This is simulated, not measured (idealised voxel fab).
Module name: voxel gate over fins (process module)
Square cells of 5 nm make up the cross-section cut, whose width is 285 nm.
Each cross-section below is a grid of square cells, stated as bands in top-down order, with one or more rows of cells making up each band. Heads up on the band format: heights come first, top then bottom, in nm. After that it's the materials left to right, each with its width in nm. A single material flagged "throughout" fills the whole band edge to edge, and "empty" means there's empty space there. Height reference: 0 = level under which incoming wafer is all one material. Lowest band: no bottom, runs on downward, e.g. "0..down". It should be noted that a width expressed as "30 to 40" varies in equal increments from row to row of cells within the band, taking the value of the first number at the top row and that of the second number at the bottom row. "no change occurred" means the step left every cell of the cross-section as it was. "Tabulated closed voids" means: voids of 8 cells or more that are shut off from the top with no open way through. Written width x height at distance, distance from the left edge, in nm. It should be noted that, on the line of a given step, the content following the step's settings is a remark produced by the simulator itself with respect to that step. A step line may carry the setting "overlay nm", which, for steps involving a mask, states the distance by which the mask lay to the right of its intended position; negative values denote displacement to the left.
[So here's the lineup of process steps we planned]
- 1: op RECEIVE | material Si
- 2: op CONFORMAL_DEP | material SiN | thk nm 10
- 3: op PATTERN | tone cover | mask id FINS | material resist | width nm 15 | pitch nm 40 | thk nm 15 | overlay nm 0
- 4: op DIRECTIONAL_ETCH | etch materials SiN | depth nm 10
- 5: op DIRECTIONAL_ETCH | etch materials Si | depth nm 30
- 6: op STRIP | etch materials resist
- 7: op FILL_DEP | material SiO2 | thk nm 5
- 8: op CMP | height nm 10
- 9: op SELECTIVE_ETCH | etch materials SiO2 | depth nm 25
- 10: op STRIP | etch materials SiN
- 11: op CONFORMAL_DEP | material HfO2 | thk nm 5
- 12: op CONFORMAL_DEP | material TiN | thk nm 5
- 13: op FILL_DEP | material W | thk nm 10
- 14: op CMP | height nm 15
- 15: op CONFORMAL_DEP | material SiCN | thk nm 10
[Cross-section: wafer on arrival = after step 1]
    0..down = Si throughout
    Tabulated closed voids: none
[Cross-sectional result after module completion. Note: starting condition and plan are unchanged from above; one processing mistake was made]
    25..15 = SiCN throughout
    15..10 = W throughout
    10..5 = W: 105, TiN: 35, W: 5, TiN: 35, W: 105
    5..0 = W: 105, TiN: 5, HfO2: 25, TiN: 5, W: 5, TiN: 5, HfO2: 25, TiN: 5, W: 105
    0..-5 = W: 105, TiN: 5, HfO2: 5, Si: 15, HfO2: 5, TiN: 5, W: 5, TiN: 5, HfO2: 5, Si: 15, HfO2: 5, TiN: 5, W: 105
    -5..-10 = TiN: 110, HfO2: 5, Si: 15, HfO2: 5, TiN: 15, HfO2: 5, Si: 15, HfO2: 5, TiN: 110
    -10..-15 = HfO2: 115, Si: 15, HfO2: 25, Si: 15, HfO2: 115
    -15..-60 = SiO2: 115, Si: 15, SiO2: 25, Si: 15, SiO2: 115
    -60..down = Si throughout
    Tabulated closed voids: none
Here's what went sideways: the plan had its step 5 run twice
